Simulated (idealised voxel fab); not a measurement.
The process module presented herein is designated voxel released beams.
FYI the section here is cut, 200 nm wide, cells are 5 nm squares.
In what follows, cross-sections appear as grids of square cells, described through bands that run from the top down, where every band is one or more rows of cells. The band entry comprises the height of the band's top followed by the height of its bottom, expressed in nm, and subsequently the band's materials from left to right, each stated together with its width in nm. Where a single material is marked with the word "throughout", that material fills the band from edge to edge. The word "air" represents empty space. A quick word on heights: they are counted from 0, and under that level the wafer as it came to us is one material throughout. The lowest band is different from the rest in having no bottom; it simply continues downward, written as in "0 nm and below". Graded width ("30..40"): value in top row of band = first number; value in bottom row = second number; row-to-row change constant. "nothing got changed" for a step: no cell of the cross-section changed in that step. In the "Cavities, sealed" entry, you get each enclosed empty space of 8 cells or more, one with no open way to the top, written width x height at distance, distance from the left edge, in nm. What comes after the settings on a step's line is commentary from the simulator itself on that step. overlay nm: right-of-plan distance of the mask on a masked step; negative values mean left-of-plan.
[The planned process steps are enumerated hereunder]
1,RECEIVE: material Si
2,CONFORMAL_DEP: material Al2O3, thk nm 10
3,DIRECTIONAL_DEP: material SiO2, thk nm 20
4,PATTERN: tone open, mask id ANCHOR, material resist, width nm 25, thk nm 20, overlay nm 0
5,DIRECTIONAL_ETCH: etch materials SiO2, depth nm 20
6,STRIP: etch materials resist
7,CONFORMAL_DEP: material W, thk nm 10
8,MASKED_ETCH: tone cover, mask id BEAM, width nm 90, etch materials W, depth nm 10, overlay nm 0
9,STRIP: etch materials SiO2
[What follows covers the first of two wafers; it ran as planned]
[Incoming wafer, cross-sectional view, post step 1]
  0 nm and below  Si throughout
  Cavities, sealed: none
[Wafer after step 2 (cross-section)]
  10 nm to 0 nm  Al2O3 throughout
  Below 0 it's all the same as before, nothing changed down there.
[Wafer after step 3 (cross-section)]
  30 nm to 10 nm  SiO2 throughout
  Below 10 it's all the same as before, nothing changed down there.
[Wafer after step 4 (cross-section)]
  50 nm to 30 nm  55 nm resist; 25 nm air; 120 nm resist
  Below 30 it's all the same as before, nothing changed down there.
[Wafer after step 5 (cross-section)]
  50 nm to 30 nm  55 nm resist; 25 nm air; 120 nm resist
  30 nm to 10 nm  55 nm SiO2; 25 nm air; 120 nm SiO2
  Below 10 it's all the same as before, nothing changed down there.
[Wafer after step 6 (cross-section)]
  30 nm to 10 nm  55 nm SiO2; 25 nm air; 120 nm SiO2
  Below 10 it's all the same as before, nothing changed down there.
[Wafer after step 7 (cross-section)]
  40 nm to 30 nm  65 nm W; 5 nm air; 130 nm W
  30 nm to 20 nm  55 nm SiO2; 10 nm W; 5 nm air; 10 nm W; 120 nm SiO2
  20 nm to 10 nm  55 nm SiO2; 25 nm W; 120 nm SiO2
  Below 10 it's all the same as before, nothing changed down there.
[Wafer after step 8 (cross-section)]
  40 nm to 30 nm  50 nm air; 15 nm W; 5 nm air; 70 nm W; 60 nm air
  Below 30 it's all the same as before, nothing changed down there.
[Wafer after step 9 (cross-section)]
  40 nm to 30 nm  50 nm air; 15 nm W; 5 nm air; 70 nm W; 60 nm air
  30 nm to 20 nm  55 nm air; 10 nm W; 5 nm air; 10 nm W; 120 nm air
  20 nm to 10 nm  55 nm air; 25 nm W; 120 nm air
  Below 10 it's all the same as before, nothing changed down there.
[Wafer two of the pair: same origin, same plan, one error during the run; identical to wafer one up to and including step 6]
[Second wafer at the planned finish of step 7, seen in cross-section]
  45 nm to 30 nm  W throughout
  30 nm to 10 nm  55 nm SiO2; 25 nm W; 120 nm SiO2
  Below 10 it's all the same as before, nothing changed down there.
[Second wafer at the planned finish of step 8, seen in cross-section]
  45 nm to 35 nm  50 nm air; 90 nm W; 60 nm air
  Below 35 it's all the same as before, nothing changed down there.
Second wafer at the planned finish of step 9, seen in cross-section: nothing got changed
What was done differently from what was planned? step 7 changed vs plan, executed as CONFORMAL_DEP: material W, thk nm 15
Final wafer comparison in cells, second versus first, more or fewer per material: SiO2 +140 | W +44
